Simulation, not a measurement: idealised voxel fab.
process module | voxel gate over fins
cross-section cut | 190 nm wide | cells 5 nm
A cross-section is a grid of square cells, given in bands from the top down. A band is one or more rows of cells.
Each band's line starts with the height of the band's top and of its bottom, in nm. Then come its materials from left to right, each with its width in nm. One material with "throughout" fills the band from edge to edge. "air" is empty space.
Height 0 is the level under which the wafer as received is all one material. The lowest band goes on downwards, as in "0 down".
A width such as "30 to 40" changes by the same amount from each row of cells to the next, from the band's top row to its bottom row.
"no change" after a step means that no cell of the cross-section changed.
closed voids: empty space of 8 cells or more with no open way to the top, each as width x height at its distance from the left edge, in nm
after a step's settings: what the simulator itself notes on the step
overlay nm, on a step with a mask: how far to the right of its planned place the mask lay; to the left if negative
plan
1 op RECEIVE | material Si
2 op CONFORMAL_DEP | material SiN | thk nm 10
3 op PATTERN | tone cover | mask id FINS | material resist | width nm 15 | pitch nm 50 | thk nm 20 | overlay nm 0
4 op DIRECTIONAL_ETCH | etch materials SiN | depth nm 10
5 op DIRECTIONAL_ETCH | etch materials Si | depth nm 30
6 op STRIP | etch materials resist
7 op FILL_DEP | material SiO2 | thk nm 5
8 op CMP | height nm 10
9 op PATTERN | tone open | mask id RAIL | material resist | width nm 15 | thk nm 15 | overlay nm 0
10 op DIRECTIONAL_ETCH | etch materials SiO2 | depth nm 35
11 op STRIP | etch materials resist
12 op CONFORMAL_DEP | material TiN | thk nm 5
13 op FILL_DEP | material Ru | thk nm 5
14 op CMP | height nm 10
15 op SELECTIVE_ETCH | etch materials W Ru TiN | depth nm 25
16 op FILL_DEP | material SiO2 | thk nm 5
17 op CMP | height nm 10
18 op SELECTIVE_ETCH | etch materials SiO2 | depth nm 20
19 op STRIP | etch materials SiN
20 op CONFORMAL_DEP | material HfO2 | thk nm 5
21 op CONFORMAL_DEP | material TiN | thk nm 5
22 op FILL_DEP | material W | thk nm 10
23 op CMP | height nm 15
24 op CONFORMAL_DEP | material SiCN | thk nm 10
as received, after step 1
  0 down: Si throughout
  closed voids: none
a wafer at the end: this start, this plan, one mistake
  25 to 15: TiN throughout
  15 to 10: W throughout
  10 to 5: W 50 | TiN 35 | W 15 | TiN 35 | W 55
  5 to 0: W 50 | TiN 5 | HfO2 25 | TiN 5 | W 15 | TiN 5 | HfO2 25 | TiN 5 | W 55
  0 to -5: TiN 55 | HfO2 5 | Si 15 | HfO2 5 | TiN 25 | HfO2 5 | Si 15 | HfO2 5 | TiN 60
  -5 to -10: HfO2 60 | Si 15 | HfO2 35 | Si 15 | HfO2 65
  -10 to -15: SiO2 60 | Si 15 | SiO2 35 | Si 15 | SiO2 65
  -15 to -20: SiO2 60 | Si 15 | SiO2 10 | TiN 5 | Ru 5 | TiN 5 | SiO2 10 | Si 15 | SiO2 65
  -20 to -25: SiO2 60 | Si 15 | SiO2 10 | TiN 15 | SiO2 10 | Si 15 | SiO2 65
  -25 to -30: SiO2 60 | Si 15 | SiO2 35 | Si 15 | SiO2 65
  -30 down: Si throughout
  closed voids: none
what went wrong: step 24 ran as: op CONFORMAL_DEP | material TiN | thk nm 10
